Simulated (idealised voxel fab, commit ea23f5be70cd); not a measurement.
Process module name: voxel gate over fins
The cross-section on display is named cut; it measures 285 nm wide, and its cells are 5 nm squares.
This document writes a cross-section as a grid whose cells are square, and gives it as bands, listed from the top down; one or more rows of cells form a band.
What a band's entry tells you: where the top is and where the bottom is, as heights in nm, and after that what lies inside, material by material from left to right, each with its width in nm. Empty space is written as the word "air", and a single material marked with the word "everywhere" occupies the band from edge to edge.
The reference from which all heights are counted is 0, the level beneath which the as-received wafer is entirely one material; the lowest band, having no lower bound, proceeds downward and is written after the example "0 -> down".
It should be noted that a width expressed as "30->40" varies in equal increments from row to row of cells within the band, taking the value of the first number at the top row and that of the second number at the bottom row.
"remained the same" (step): cross-section cells unchanged, all of them.
So "Closed internal voids" is basically the list of trapped voids: any empty space of 8 cells or more that can't reach the top through an opening. They're written width x height at distance, the distance being from the left edge, and it's all nm.
Text after the settings on a step's line: the simulator's own remark on that step.
overlay nm: for a step with a mask, the amount by which the mask lay right of where it was planned; a negative amount means left of it.

PROCESS STEPS FORESEEN IN THE PLAN
1,RECEIVE | material Si
2,CONFORMAL_DEP | material SiN | thk nm 5
3,DIRECTIONAL_DEP | material aC | thk nm 15
4,PATTERN | tone cover | mask id FINS | material resist | width nm 15 | pitch nm 50 | thk nm 30 | overlay nm 0
5,DIRECTIONAL_ETCH | etch materials aC | depth nm 15
6,STRIP | etch materials resist
7,DIRECTIONAL_ETCH | etch materials SiN | depth nm 5
8,DIRECTIONAL_ETCH | etch materials Si | depth nm 40
9,STRIP | etch materials aC
10,FILL_DEP | material SiO2 | thk nm 10
11,CMP | height nm 5
12,DIRECTIONAL_DEP | material aC | thk nm 15
13,PATTERN | tone open | mask id RAIL | material resist | width nm 15 | thk nm 35 | overlay nm 0
14,DIRECTIONAL_ETCH | etch materials aC | depth nm 15
15,STRIP | etch materials resist
16,DIRECTIONAL_ETCH | etch materials SiO2 | depth nm 40
17,STRIP | etch materials aC
18,CONFORMAL_DEP | material TiN | thk nm 5
19,FILL_DEP | material W | thk nm 5
20,CMP | height nm 5
21,SELECTIVE_ETCH | etch materials W Ru TiN | depth nm 20
22,FILL_DEP | material SiO2 | thk nm 5
23,CMP | height nm 5
24,SELECTIVE_ETCH | etch materials SiO2 | depth nm 15
25,STRIP | etch materials SiN
26,CONFORMAL_DEP | material HfO2 | thk nm 5
27,CONFORMAL_DEP | material TiN | thk nm 5
28,CONFORMAL_DEP | material TiAl | thk nm 5
29,CONFORMAL_DEP | material TiN | thk nm 5
30,FILL_DEP | material W | thk nm 10
31,CMP | height nm 25
32,CONFORMAL_DEP | material SiN | thk nm 10

CROSS-SECTION OF THE WAFER AT RECEIPT, WHICH IS THE CONDITION AFTER STEP 1
  0 -> down  Si everywhere
  Closed internal voids: none

WAFER CROSS-SECTION AT END OF MODULE: START AND PLAN AS SHOWN ABOVE, ONE EXECUTION ERROR
  35 -> 25  SiN everywhere
  25 -> 20  W everywhere
  20 -> 15  W 65 nm; TiN 155 nm; W 65 nm
  15 -> 10  W 65 nm; TiN 5 nm; TiAl 45 nm; TiN 5 nm; TiAl 45 nm; TiN 5 nm; TiAl 45 nm; TiN 5 nm; W 65 nm
  10 -> 5  TiN 70 nm; TiAl 5 nm; TiN 35 nm; TiAl 5 nm; TiN 5 nm; TiAl 5 nm; TiN 35 nm; TiAl 5 nm; TiN 5 nm; TiAl 5 nm; TiN 35 nm; TiAl 5 nm; TiN 70 nm
  5 -> 0  TiAl 75 nm; TiN 5 nm; HfO2 25 nm; TiN 5 nm; TiAl 15 nm; TiN 5 nm; HfO2 25 nm; TiN 5 nm; TiAl 15 nm; TiN 5 nm; HfO2 25 nm; TiN 5 nm; TiAl 75 nm
  0 -> -5  TiN 80 nm; HfO2 5 nm; Si 15 nm; HfO2 5 nm; TiN 25 nm; HfO2 5 nm; Si 15 nm; HfO2 5 nm; TiN 25 nm; HfO2 5 nm; Si 15 nm; HfO2 5 nm; TiN 80 nm
  -5 -> -10  HfO2 85 nm; Si 15 nm; HfO2 35 nm; Si 15 nm; HfO2 35 nm; Si 15 nm; HfO2 85 nm
  -10 -> -15  SiO2 85 nm; Si 15 nm; SiO2 35 nm; Si 15 nm; SiO2 35 nm; Si 15 nm; SiO2 85 nm
  -15 -> -30  SiO2 85 nm; Si 15 nm; TiN 5 nm; W 5 nm; TiN 5 nm; SiO2 20 nm; Si 15 nm; SiO2 35 nm; Si 15 nm; SiO2 85 nm
  -30 -> -35  SiO2 85 nm; Si 15 nm; TiN 15 nm; SiO2 20 nm; Si 15 nm; SiO2 35 nm; Si 15 nm; SiO2 85 nm
  -35 -> -40  SiO2 85 nm; Si 15 nm; SiO2 35 nm; Si 15 nm; SiO2 35 nm; Si 15 nm; SiO2 85 nm
  -40 -> down  Si everywhere
  Closed internal voids: none
Where did the run depart from the plan? the process deviated at step 13: the operation and settings actually run there were PATTERN | tone open | mask id RAIL | material resist | width nm 15 | thk nm 35 | overlay nm -10
